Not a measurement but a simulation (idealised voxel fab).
Process module in this document: voxel wiring stack
We display cut, a cross-section 275 nm in width whose square cells are each 5 nm.
Cross-sections here: square-cell grids, written as top-down lists of bands, a band being one or more rows of cells. A band entry consists of two parts. The first gives the height of the band's top and the height of its bottom, in nm. The rest lists the band's materials from left to right, each with its width in nm. A single material labelled with the word "full width" fills the band from edge to edge, and the word "air" marks empty space. We count height from 0. Below that, the starting wafer is all one material. The lowest band never ends at the bottom but goes on down; see "0 -> down" for how that is written. Note: "30->40" means the width goes from the first number (top row of the band) to the second number (bottom row) in equal steps per row of cells. "changes: none", as given for a step, is the statement that not any cell of the cross-section underwent a change during that step. Enclosed voids (no open way to top), threshold 8 cells or more, entry "Enclosed void list", notation width x height at distance, distance from left edge, nm. That trailing text on a step's line, after the settings, is the simulator's own remark on the step. Each step line may optionally specify "overlay nm", which for a step with a mask gives the rightward distance between the mask's planned place and where it lay, a negative value indicating the leftward direction.

The planned process steps are enumerated hereunder
1. RECEIVE (material Si)
2. CONFORMAL_DEP (material SiO2; thk nm 15)
3. DIRECTIONAL_DEP (material TiN; thk nm 5)
4. DIRECTIONAL_DEP (material Ru; thk nm 20)
5. PATTERN (tone cover; mask id METAL_1; material resist; width nm 30; pitch nm 50; thk nm 20; overlay nm 0)
6. DIRECTIONAL_ETCH (etch materials Ru; depth nm 20)
7. DIRECTIONAL_ETCH (etch materials TiN; depth nm 5)
8. STRIP (etch materials resist)
9. CONFORMAL_DEP (material SiN; thk nm 5)
10. FILL_DEP (material SiO2; thk nm 5)
11. CMP (height nm 40)
12. CONFORMAL_DEP (material SiCN; thk nm 5)
13. DIRECTIONAL_DEP (material SiO2; thk nm 15)
14. MASKED_ETCH (tone open; mask id PLUG_1; width nm 15; etch materials SiO2; depth nm 15; overlay nm 0)
15. MASKED_ETCH (tone open; mask id PLUG_1; width nm 15; etch materials SiCN; depth nm 5; overlay nm 0)
16. EPI (material Ru; thk nm 10)
17. EPI (material Ru; thk nm 10)
18. DIRECTIONAL_DEP (material TiN; thk nm 5)
19. DIRECTIONAL_DEP (material Ru; thk nm 25)
20. MASKED_ETCH (tone cover; mask id METAL_2; width nm 30; pitch nm 50; etch materials Ru; depth nm 25; overlay nm 0)
21. MASKED_ETCH (tone cover; mask id METAL_2; width nm 30; pitch nm 50; etch materials TiN; depth nm 5; overlay nm 0)
22. FILL_DEP (material lowk; thk nm 5)
23. CMP (height nm 90)
24. CONFORMAL_DEP (material SiCN; thk nm 5)
25. DIRECTIONAL_DEP (material SiO2; thk nm 20)
26. MASKED_ETCH (tone open; mask id PLUG_2; width nm 15; etch materials SiO2; depth nm 20; overlay nm 0)
27. MASKED_ETCH (tone open; mask id PLUG_2; width nm 15; etch materials SiCN; depth nm 5; overlay nm 0)
28. EPI (material Ru; thk nm 10)
29. EPI (material Ru; thk nm 10)
30. EPI (material Ru; thk nm 5)
31. DIRECTIONAL_DEP (material TiN; thk nm 5)
32. DIRECTIONAL_DEP (material W; thk nm 20)
33. DIRECTIONAL_DEP (material aC; thk nm 10)
34. PATTERN (tone cover; mask id METAL_3; material resist; width nm 30; pitch nm 50; thk nm 30; overlay nm 0)
35. DIRECTIONAL_ETCH (etch materials aC; depth nm 10)
36. STRIP (etch materials resist)
37. DIRECTIONAL_ETCH (etch materials W; depth nm 20)
38. DIRECTIONAL_ETCH (etch materials TiN; depth nm 5)
39. STRIP (etch materials aC)
40. FILL_DEP (material lowk; thk nm 5)
41. CMP (height nm 140)
42. CONFORMAL_DEP (material SiCN; thk nm 5)

Run as planned: first of two wafers

Shown in cross-section is the wafer as received, that is, as it stands after step 1
> 0 -> down: Si full width
> Enclosed void list: none

State of the wafer after step 2, shown in cross-section
> 15 -> 0: SiO2 full width
> Below 0, the layers are the same as they were.

State of the wafer after step 3, shown in cross-section
> 20 -> 15: TiN full width
> Below 15, the layers are the same as they were.

State of the wafer after step 4, shown in cross-section
> 40 -> 20: Ru full width
> Below 20, the layers are the same as they were.

State of the wafer after step 5, shown in cross-section
> 60 -> 40: 95 air, then 30 resist, then 20 air, then 30 resist, then 100 air
> Below 40, the layers are the same as they were.

State of the wafer after step 6, shown in cross-section
> 60 -> 40: 95 air, then 30 resist, then 20 air, then 30 resist, then 100 air
> 40 -> 20: 95 air, then 30 Ru, then 20 air, then 30 Ru, then 100 air
> Below 20, the layers are the same as they were.

State of the wafer after step 7, shown in cross-section
> 60 -> 40: 95 air, then 30 resist, then 20 air, then 30 resist, then 100 air
> 40 -> 20: 95 air, then 30 Ru, then 20 air, then 30 Ru, then 100 air
> 20 -> 15: 95 air, then 30 TiN, then 20 air, then 30 TiN, then 100 air
> Below 15, the layers are the same as they were.

State of the wafer after step 8, shown in cross-section
> 40 -> 20: 95 air, then 30 Ru, then 20 air, then 30 Ru, then 100 air
> Below 20, the layers are the same as they were.

State of the wafer after step 9, shown in cross-section
> 45 -> 40: 90 air, then 40 SiN, then 10 air, then 40 SiN, then 95 air
> 40 -> 20: 90 air, then 5 SiN, then 30 Ru, then 5 SiN, then 10 air, then 5 SiN, then 30 Ru, then 5 SiN, then 95 air
> 20 -> 15: 95 SiN, then 30 TiN, then 20 SiN, then 30 TiN, then 100 SiN
> Below 15, the layers are the same as they were.

State of the wafer after step 10, shown in cross-section
> 50 -> 45: SiO2 full width
> 45 -> 40: 90 SiO2, then 40 SiN, then 10 SiO2, then 40 SiN, then 95 SiO2
> 40 -> 20: 90 SiO2, then 5 SiN, then 30 Ru, then 5 SiN, then 10 SiO2, then 5 SiN, then 30 Ru, then 5 SiN, then 95 SiO2
> Below 20, the layers are the same as they were.

State of the wafer after step 11, shown in cross-section
> 40 -> 20: 90 SiO2, then 5 SiN, then 30 Ru, then 5 SiN, then 10 SiO2, then 5 SiN, then 30 Ru, then 5 SiN, then 95 SiO2
> Below 20, the layers are the same as they were.

State of the wafer after step 12, shown in cross-section
> 45 -> 40: SiCN full width
> Below 40, the layers are the same as they were.

State of the wafer after step 13, shown in cross-section
> 60 -> 45: SiO2 full width
> Below 45, the layers are the same as they were.

State of the wafer after step 14, shown in cross-section
> 60 -> 45: 95 SiO2, then 15 air, then 165 SiO2
> Below 45, the layers are the same as they were.

State of the wafer after step 15, shown in cross-section
> 60 -> 45: 95 SiO2, then 15 air, then 165 SiO2
> 45 -> 40: 95 SiCN, then 15 air, then 165 SiCN
> Below 40, the layers are the same as they were.

State of the wafer after step 16, shown in cross-section
> 60 -> 50: 95 SiO2, then 15 air, then 165 SiO2
> 50 -> 45: 95 SiO2, then 15 Ru, then 165 SiO2
> 45 -> 40: 95 SiCN, then 15 Ru, then 165 SiCN
> Below 40, the layers are the same as they were.

State of the wafer after step 17, shown in cross-section
> 60 -> 45: 95 SiO2, then 15 Ru, then 165 SiO2
> Below 45, the layers are the same as they were.

State of the wafer after step 18, shown in cross-section
> 65 -> 60: TiN full width
> Below 60, the layers are the same as they were.

State of the wafer after step 19, shown in cross-section
> 90 -> 65: Ru full width
> Below 65, the layers are the same as they were.

State of the wafer after step 20, shown in cross-section
> 90 -> 65: 95 air, then 30 Ru, then 20 air, then 30 Ru, then 100 air
> Below 65, the layers are the same as they were.

State of the wafer after step 21, shown in cross-section
> 90 -> 65: 95 air, then 30 Ru, then 20 air, then 30 Ru, then 100 air
> 65 -> 60: 95 air, then 30 TiN, then 20 air, then 30 TiN, then 100 air
> Below 60, the layers are the same as they were.

State of the wafer after step 22, shown in cross-section
> 95 -> 90: lowk full width
> 90 -> 65: 95 lowk, then 30 Ru, then 20 lowk, then 30 Ru, then 100 lowk
> 65 -> 60: 95 lowk, then 30 TiN, then 20 lowk, then 30 TiN, then 100 lowk
> Below 60, the layers are the same as they were.

State of the wafer after step 23, shown in cross-section
> 90 -> 65: 95 lowk, then 30 Ru, then 20 lowk, then 30 Ru, then 100 lowk
> Below 65, the layers are the same as they were.

State of the wafer after step 24, shown in cross-section
> 95 -> 90: SiCN full width
> Below 90, the layers are the same as they were.

State of the wafer after step 25, shown in cross-section
> 115 -> 95: SiO2 full width
> Below 95, the layers are the same as they were.

State of the wafer after step 26, shown in cross-section
> 115 -> 95: 95 SiO2, then 15 air, then 165 SiO2
> Below 95, the layers are the same as they were.

State of the wafer after step 27, shown in cross-section
> 115 -> 95: 95 SiO2, then 15 air, then 165 SiO2
> 95 -> 90: 95 SiCN, then 15 air, then 165 SiCN
> Below 90, the layers are the same as they were.

State of the wafer after step 28, shown in cross-section
> 115 -> 100: 95 SiO2, then 15 air, then 165 SiO2
> 100 -> 95: 95 SiO2, then 15 Ru, then 165 SiO2
> 95 -> 90: 95 SiCN, then 15 Ru, then 165 SiCN
> Below 90, the layers are the same as they were.

State of the wafer after step 29, shown in cross-section
> 115 -> 110: 95 SiO2, then 15 air, then 165 SiO2
> 110 -> 95: 95 SiO2, then 15 Ru, then 165 SiO2
> Below 95, the layers are the same as they were.

State of the wafer after step 30, shown in cross-section
> 115 -> 95: 95 SiO2, then 15 Ru, then 165 SiO2
> Below 95, the layers are the same as they were.

State of the wafer after step 31, shown in cross-section
> 120 -> 115: TiN full width
> Below 115, the layers are the same as they were.

State of the wafer after step 32, shown in cross-section
> 140 -> 120: W full width
> Below 120, the layers are the same as they were.

State of the wafer after step 33, shown in cross-section
> 150 -> 140: aC full width
> Below 140, the layers are the same as they were.

State of the wafer after step 34, shown in cross-section
> 180 -> 150: 95 air, then 30 resist, then 20 air, then 30 resist, then 100 air
> Below 150, the layers are the same as they were.

State of the wafer after step 35, shown in cross-section
> 170 -> 150: 95 air, then 30 resist, then 20 air, then 30 resist, then 100 air
> 150 -> 140: 95 air, then 30 aC, then 20 air, then 30 aC, then 100 air
> Below 140, the layers are the same as they were.

State of the wafer after step 36, shown in cross-section
> 150 -> 140: 95 air, then 30 aC, then 20 air, then 30 aC, then 100 air
> Below 140, the layers are the same as they were.

State of the wafer after step 37, shown in cross-section
> 150 -> 140: 95 air, then 30 aC, then 20 air, then 30 aC, then 100 air
> 140 -> 120: 95 air, then 30 W, then 20 air, then 30 W, then 100 air
> Below 120, the layers are the same as they were.

State of the wafer after step 38, shown in cross-section
> 150 -> 140: 95 air, then 30 aC, then 20 air, then 30 aC, then 100 air
> 140 -> 120: 95 air, then 30 W, then 20 air, then 30 W, then 100 air
> 120 -> 115: 95 air, then 30 TiN, then 20 air, then 30 TiN, then 100 air
> Below 115, the layers are the same as they were.

State of the wafer after step 39, shown in cross-section
> 140 -> 120: 95 air, then 30 W, then 20 air, then 30 W, then 100 air
> Below 120, the layers are the same as they were.

State of the wafer after step 40, shown in cross-section
> 145 -> 140: lowk full width
> 140 -> 120: 95 lowk, then 30 W, then 20 lowk, then 30 W, then 100 lowk
> 120 -> 115: 95 lowk, then 30 TiN, then 20 lowk, then 30 TiN, then 100 lowk
> Below 115, the layers are the same as they were.

State of the wafer after step 41, shown in cross-section
> 140 -> 120: 95 lowk, then 30 W, then 20 lowk, then 30 W, then 100 lowk
> Below 120, the layers are the same as they were.

State of the wafer after step 42, shown in cross-section
> 145 -> 140: SiCN full width
> Below 140, the layers are the same as they were.

Wafer two of two - same starting point, same process plan, one mistake in execution; matches wafer one up to and including step 16

Second wafer, cut view, end of step 17 per plan
> 65 -> 60: 95 TiN, then 15 air, then 165 TiN
> 60 -> 55: 95 SiO2, then 15 air, then 165 SiO2
> 55 -> 50: 95 SiO2, then 15 TiN, then 165 SiO2
> Below 50, the layers are the same as they were.

Second wafer, cut view, end of step 18 per plan
> 75 -> 65: Ru full width
> 65 -> 60: 95 TiN, then 15 Ru, then 165 TiN
> 60 -> 55: 95 SiO2, then 15 Ru, then 165 SiO2
> Below 55, the layers are the same as they were.

Second wafer, cut view, end of step 19 per plan
> 100 -> 65: Ru full width
> Below 65, the layers are the same as they were.

Second wafer, cut view, end of step 20 per plan
> 100 -> 75: 95 air, then 30 Ru, then 20 air, then 30 Ru, then 100 air
> Below 75, the layers are the same as they were.

Second wafer, cut view, end of step 21 per plan: changes: none

Second wafer, cut view, end of step 22 per plan
> 105 -> 100: lowk full width
> 100 -> 75: 95 lowk, then 30 Ru, then 20 lowk, then 30 Ru, then 100 lowk
> Below 75, the layers are the same as they were.

Second wafer, cut view, end of step 23 per plan
> 90 -> 75: 95 lowk, then 30 Ru, then 20 lowk, then 30 Ru, then 100 lowk
> Below 75, the layers are the same as they were.

Second wafer, cut view, end of step 24 per plan
> 95 -> 90: SiCN full width
> Below 90, the layers are the same as they were.

Second wafer, cut view, end of step 25 per plan
> 115 -> 95: SiO2 full width
> Below 95, the layers are the same as they were.

Second wafer, cut view, end of step 26 per plan
> 115 -> 95: 95 SiO2, then 15 air, then 165 SiO2
> Below 95, the layers are the same as they were.

Second wafer, cut view, end of step 27 per plan
> 115 -> 95: 95 SiO2, then 15 air, then 165 SiO2
> 95 -> 90: 95 SiCN, then 15 air, then 165 SiCN
> Below 90, the layers are the same as they were.

Second wafer, cut view, end of step 28 per plan
> 115 -> 100: 95 SiO2, then 15 air, then 165 SiO2
> 100 -> 95: 95 SiO2, then 15 Ru, then 165 SiO2
> 95 -> 90: 95 SiCN, then 15 Ru, then 165 SiCN
> Below 90, the layers are the same as they were.

Second wafer, cut view, end of step 29 per plan
> 115 -> 110: 95 SiO2, then 15 air, then 165 SiO2
> 110 -> 95: 95 SiO2, then 15 Ru, then 165 SiO2
> Below 95, the layers are the same as they were.

Second wafer, cut view, end of step 30 per plan
> 115 -> 95: 95 SiO2, then 15 Ru, then 165 SiO2
> Below 95, the layers are the same as they were.

Second wafer, cut view, end of step 31 per plan
> 120 -> 115: TiN full width
> Below 115, the layers are the same as they were.

Second wafer, cut view, end of step 32 per plan
> 140 -> 120: W full width
> Below 120, the layers are the same as they were.

Second wafer, cut view, end of step 33 per plan
> 150 -> 140: aC full width
> Below 140, the layers are the same as they were.

Second wafer, cut view, end of step 34 per plan
> 180 -> 150: 95 air, then 30 resist, then 20 air, then 30 resist, then 100 air
> Below 150, the layers are the same as they were.

Second wafer, cut view, end of step 35 per plan
> 170 -> 150: 95 air, then 30 resist, then 20 air, then 30 resist, then 100 air
> 150 -> 140: 95 air, then 30 aC, then 20 air, then 30 aC, then 100 air
> Below 140, the layers are the same as they were.

Second wafer, cut view, end of step 36 per plan
> 150 -> 140: 95 air, then 30 aC, then 20 air, then 30 aC, then 100 air
> Below 140, the layers are the same as they were.

Second wafer, cut view, end of step 37 per plan
> 150 -> 140: 95 air, then 30 aC, then 20 air, then 30 aC, then 100 air
> 140 -> 120: 95 air, then 30 W, then 20 air, then 30 W, then 100 air
> Below 120, the layers are the same as they were.

Second wafer, cut view, end of step 38 per plan
> 150 -> 140: 95 air, then 30 aC, then 20 air, then 30 aC, then 100 air
> 140 -> 120: 95 air, then 30 W, then 20 air, then 30 W, then 100 air
> 120 -> 115: 95 air, then 30 TiN, then 20 air, then 30 TiN, then 100 air
> Below 115, the layers are the same as they were.

Second wafer, cut view, end of step 39 per plan
> 140 -> 120: 95 air, then 30 W, then 20 air, then 30 W, then 100 air
> Below 120, the layers are the same as they were.

Second wafer, cut view, end of step 40 per plan
> 145 -> 140: lowk full width
> 140 -> 120: 95 lowk, then 30 W, then 20 lowk, then 30 W, then 100 lowk
> 120 -> 115: 95 lowk, then 30 TiN, then 20 lowk, then 30 TiN, then 100 lowk
> Below 115, the layers are the same as they were.

Second wafer, cut view, end of step 41 per plan
> 140 -> 120: 95 lowk, then 30 W, then 20 lowk, then 30 W, then 100 lowk
> Below 120, the layers are the same as they were.

Second wafer, cut view, end of step 42 per plan
> 145 -> 140: SiCN full width
> Below 140, the layers are the same as they were.
In executing the process, a mistake was made relative to the plan: steps 17 and 18: order swapped relative to plan
Final difference in cells, second wafer against first, listed per material as more or fewer: +86 Ru, +43 TiN, -129 lowk
